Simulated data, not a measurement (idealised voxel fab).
process module | voxel double patterning
cross-section cut | 250 nm wide | cells 5 nm
A cross-section is a grid of square cells, given in bands from the top down. A band is one or more rows of cells.
Each band's line starts with the height of the band's top and of its bottom, in nm. Then come its materials from left to right, each with its width in nm. One material with "throughout" fills the band from edge to edge. "air" is empty space.
Height 0 is the level under which the wafer as received is all one material. The lowest band goes on downwards, as in "0 down".
A width such as "30 to 40" changes by the same amount from each row of cells to the next, from the band's top row to its bottom row.
"no change" after a step means that no cell of the cross-section changed.
closed voids: empty space of 8 cells or more with no open way to the top, each as width x height at its distance from the left edge, in nm
after a step's settings: what the simulator itself notes on the step
overlay nm, on a step with a mask: how far to the right of its planned place the mask lay; to the left if negative
plan
1 op RECEIVE | material Si
2 op CONFORMAL_DEP | material SiO2 | thk nm 10
3 op DIRECTIONAL_DEP | material W | thk nm 15
4 op DIRECTIONAL_DEP | material SiN | thk nm 10
5 op MASKED_ETCH | tone open | mask id FIRST | width nm 15 | pitch nm 50 | etch materials SiN | depth nm 10 | overlay nm 0
6 op MASKED_ETCH | tone open | mask id SECOND | width nm 15 | etch materials SiN | depth nm 10 | overlay nm 0
7 op DIRECTIONAL_ETCH | etch materials W | depth nm 15
8 op STRIP | etch materials SiN
as received, after step 1
  0 down: Si throughout
  closed voids: none
a wafer at the end: this start, this plan, one mistake
  25 to 10: W 90 | air 15 | W 5 | air 15 | W 15 | air 15 | W 95
  10 to 0: SiO2 throughout
  0 down: Si throughout
  closed voids: none
what went wrong: step 6 ran as: op MASKED_ETCH | tone open | mask id SECOND | width nm 15 | etch materials SiN | depth nm 10 | overlay nm -5
